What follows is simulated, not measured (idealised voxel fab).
process module | voxel wiring stack
Section shown: cut. Width: 215 nm. Cell size: 5 nm, square.
Heads up, the way a cross-section reads in here is a grid of square cells, handed over as bands from the top down, with every band being one or more rows of cells.
Within each band entry, the heights of the top and of the bottom of the band appear first, in that order and in nm; the materials of the band then follow from left to right, each with its corresponding width in nm. The designation "throughout" on a single material indicates that it fills the band from edge to edge; the designation "blank" indicates empty space.
The level at which height equals 0 is the one under which the wafer, as it arrives, is entirely one material. No lower edge exists for the bottom band, which continues downward and is notated as in "0 down".
Width: "30..40" (first number = top row, second number = bottom row, same change from row to row of cells).
"left unchanged" for a step: no cell of the cross-section changed in that step.
If an empty space has no open way to the top and is at least 8 cells in size, "Closed void inventory" lists it, written width x height at distance, where distance is measured from the left edge and every value is in nm.
Where a step's line continues beyond its settings, the continuation is a remark by the simulator itself on that step.
The "overlay nm" setting may appear on a step's line; for a step that uses a mask, it gives how far to the right of its planned position the mask lay, and a negative value indicates the left.
-- Steps in the process plan
1 RECEIVE [material Si]
2 CONFORMAL_DEP [material SiO2] [thk nm 15]
3 DIRECTIONAL_DEP [material TiN] [thk nm 5]
4 DIRECTIONAL_DEP [material Ru] [thk nm 25]
5 PATTERN [tone cover] [mask id METAL_1] [material resist] [width nm 25] [pitch nm 45] [thk nm 20] [overlay nm 0]
6 DIRECTIONAL_ETCH [etch materials Ru] [depth nm 25]
7 DIRECTIONAL_ETCH [etch materials TiN] [depth nm 5]
8 STRIP [etch materials resist]
9 FILL_DEP [material lowk] [thk nm 5]
10 CMP [height nm 45]
11 CONFORMAL_DEP [material SiCN] [thk nm 5]
12 DIRECTIONAL_DEP [material lowk] [thk nm 20]
13 PATTERN [tone open] [mask id PLUG_1] [material resist] [width nm 15] [pitch nm 45] [thk nm 20] [overlay nm 0]
14 DIRECTIONAL_ETCH [etch materials lowk] [depth nm 20]
15 DIRECTIONAL_ETCH [etch materials SiCN] [depth nm 5]
16 STRIP [etch materials resist]
17 EPI [material Ru] [thk nm 10]
18 EPI [material Ru] [thk nm 10]
19 EPI [material Ru] [thk nm 5]
20 DIRECTIONAL_DEP [material TiN] [thk nm 5]
21 DIRECTIONAL_DEP [material W] [thk nm 15]
22 PATTERN [tone cover] [mask id METAL_2] [material resist] [width nm 25] [pitch nm 45] [thk nm 15] [overlay nm 0]
23 DIRECTIONAL_ETCH [etch materials W] [depth nm 15]
24 DIRECTIONAL_ETCH [etch materials TiN] [depth nm 5]
25 STRIP [etch materials resist]
26 CONFORMAL_DEP [material SiN] [thk nm 5]
27 FILL_DEP [material SiO2] [thk nm 5]
28 CMP [height nm 90]
29 CONFORMAL_DEP [material SiN] [thk nm 5]
-- Cross-section: wafer on arrival = after step 1
  0 down  Si throughout
  Closed void inventory: none
-- The first of two wafers, cross-sectioned at the end of the module, with the run proceeding as planned
  95 to 90  SiN throughout
  90 to 75  SiO2 45 nm; SiN 5 nm; W 25 nm; SiN 5 nm; SiO2 10 nm; SiN 5 nm; W 25 nm; SiN 5 nm; SiO2 10 nm; SiN 5 nm; W 25 nm; SiN 5 nm; SiO2 45 nm
  75 to 70  SiN 50 nm; TiN 25 nm; SiN 20 nm; TiN 25 nm; SiN 20 nm; TiN 25 nm; SiN 50 nm
  70 to 50  lowk 50 nm; Ru 15 nm; lowk 30 nm; Ru 15 nm; lowk 30 nm; Ru 15 nm; lowk 60 nm
  50 to 45  SiCN 50 nm; Ru 15 nm; SiCN 30 nm; Ru 15 nm; SiCN 30 nm; Ru 15 nm; SiCN 60 nm
  45 to 20  lowk 50 nm; Ru 25 nm; lowk 20 nm; Ru 25 nm; lowk 20 nm; Ru 25 nm; lowk 50 nm
  20 to 15  lowk 50 nm; TiN 25 nm; lowk 20 nm; TiN 25 nm; lowk 20 nm; TiN 25 nm; lowk 50 nm
  15 to 0  SiO2 throughout
  0 down  Si throughout
  Closed void inventory: none
-- The second wafer, shown in cross-section after the module: started the same way as the first and given the same plan, yet one mistake crept into how it was run
  95 to 90  SiN throughout
  90 to 75  SiO2 45 nm; SiN 5 nm; W 30 nm; SiN 5 nm; SiO2 5 nm; SiN 5 nm; W 30 nm; SiN 5 nm; SiO2 5 nm; SiN 5 nm; W 30 nm; SiN 5 nm; SiO2 40 nm
  75 to 70  SiN 50 nm; TiN 30 nm; SiN 15 nm; TiN 30 nm; SiN 15 nm; TiN 30 nm; SiN 45 nm
  70 to 50  lowk 50 nm; Ru 15 nm; lowk 30 nm; Ru 15 nm; lowk 30 nm; Ru 15 nm; lowk 60 nm
  50 to 45  SiCN 50 nm; Ru 15 nm; SiCN 30 nm; Ru 15 nm; SiCN 30 nm; Ru 15 nm; SiCN 60 nm
  45 to 20  lowk 50 nm; Ru 25 nm; lowk 20 nm; Ru 25 nm; lowk 20 nm; Ru 25 nm; lowk 50 nm
  20 to 15  lowk 50 nm; TiN 25 nm; lowk 20 nm; TiN 25 nm; lowk 20 nm; TiN 25 nm; lowk 50 nm
  15 to 0  SiO2 throughout
  0 down  Si throughout
  Closed void inventory: none
In executing the process, a mistake was made relative to the plan: rather than as planned, step 22 actually ran as PATTERN [tone cover] [mask id METAL_2] [material resist] [width nm 30] [pitch nm 45] [thk nm 15] [overlay nm 0]
End of process, cell counts, second wafer against first, materials with more or fewer: -3 SiN; -9 SiO2; +3 TiN; +9 W
